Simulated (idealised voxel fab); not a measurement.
voxel self aligned vias: a process module
Square cells of 5 nm make up the cross-section cut, whose width is 250 nm.
This document writes a cross-section as a grid whose cells are square, and gives it as bands, listed from the top down; one or more rows of cells form a band. The entry gives the band's vertical extent as a top height and a bottom height in nm, then its horizontal make-up as materials from left to right, each with a width in nm. "empty" stands for empty space; a single material marked "throughout" fills the band edge to edge. Height 0 is the level under which the wafer as received is all one material. The lowest band goes on downwards, as in "0 nm and below". Width: "30..40" (first number = top row, second number = bottom row, same change from row to row of cells). Key: "no alterations made" - step with no changed cell in the cross-section. Enclosed voids (no open way to top), threshold 8 cells or more, entry "Closed internal cavities", notation width x height at distance, distance from left edge, nm. That trailing text on a step's line, after the settings, is the simulator's own remark on the step. The line of a step may include "overlay nm". On a step with a mask, this value is how far to the right of its planned place the mask lay. A negative value means the mask lay to the left.

THE FOLLOWING LIST GIVES THE PLANNED PROCESS STEPS
1,RECEIVE with material Si
2,CONFORMAL_DEP with material SiO2, thk nm 15
3,CONFORMAL_DEP with material SiCN, thk nm 5
4,DIRECTIONAL_DEP with material SiO2, thk nm 20
5,MASKED_ETCH with tone open, mask id LINES, width nm 20, pitch nm 60, etch materials SiO2, depth nm 20, overlay nm 0
6,CONFORMAL_DEP with material TiN, thk nm 5
7,FILL_DEP with material Ru, thk nm 5
8,CMP with height nm 40
9,SELECTIVE_ETCH with etch materials W Ru TiN, depth nm 10
10,FILL_DEP with material SiN, thk nm 5
11,CMP with height nm 40
12,DIRECTIONAL_DEP with material SiO2, thk nm 15
13,PATTERN with tone open, mask id VIAS, material resist, width nm 30, pitch nm 120, thk nm 20, overlay nm 0
14,DIRECTIONAL_ETCH with etch materials SiO2, depth nm 15
15,DIRECTIONAL_ETCH with etch materials SiN, depth nm 10
16,STRIP with etch materials resist
17,CONFORMAL_DEP with material TiN, thk nm 5
18,FILL_DEP with material Ru, thk nm 10
19,CMP with height nm 55
20,CONFORMAL_DEP with material SiN, thk nm 5

THE CROSS-SECTION HERE SHOWS THE WAFER AS RECEIVED, I.E. IN ITS STATE AFTER STEP 1
  0 nm and below  Si throughout
  Closed internal cavities: none

RESULT OF THE MODULE, CROSS-SECTIONED: START PER ABOVE, PLAN PER ABOVE, ONE ERROR IN HOW IT WAS RUN
  60 nm to 55 nm  SiN throughout
  55 nm to 45 nm  50 SiO2, then 5 TiN, then 20 Ru, then 5 TiN, then 90 SiO2, then 5 TiN, then 20 Ru, then 5 TiN, then 50 SiO2
  45 nm to 40 nm  50 SiO2, then 10 TiN, then 10 Ru, then 10 TiN, then 90 SiO2, then 10 TiN, then 10 Ru, then 10 TiN, then 50 SiO2
  40 nm to 35 nm  55 SiO2, then 5 TiN, then 10 Ru, then 5 TiN, then 40 SiO2, then 20 SiN, then 40 SiO2, then 5 TiN, then 10 Ru, then 5 TiN, then 55 SiO2
  35 nm to 30 nm  55 SiO2, then 20 TiN, then 40 SiO2, then 20 SiN, then 40 SiO2, then 20 TiN, then 55 SiO2
  30 nm to 25 nm  55 SiO2, then 5 TiN, then 10 Ru, then 5 TiN, then 40 SiO2, then 5 TiN, then 10 Ru, then 5 TiN, then 40 SiO2, then 5 TiN, then 10 Ru, then 5 TiN, then 55 SiO2
  25 nm to 20 nm  55 SiO2, then 20 TiN, then 40 SiO2, then 20 TiN, then 40 SiO2, then 20 TiN, then 55 SiO2
  20 nm to 15 nm  SiCN throughout
  15 nm to 0 nm  SiN throughout
  0 nm and below  Si throughout
  Closed internal cavities: none
What was done differently from what was planned? contrary to plan, step 2 was performed as CONFORMAL_DEP with material SiN, thk nm 15
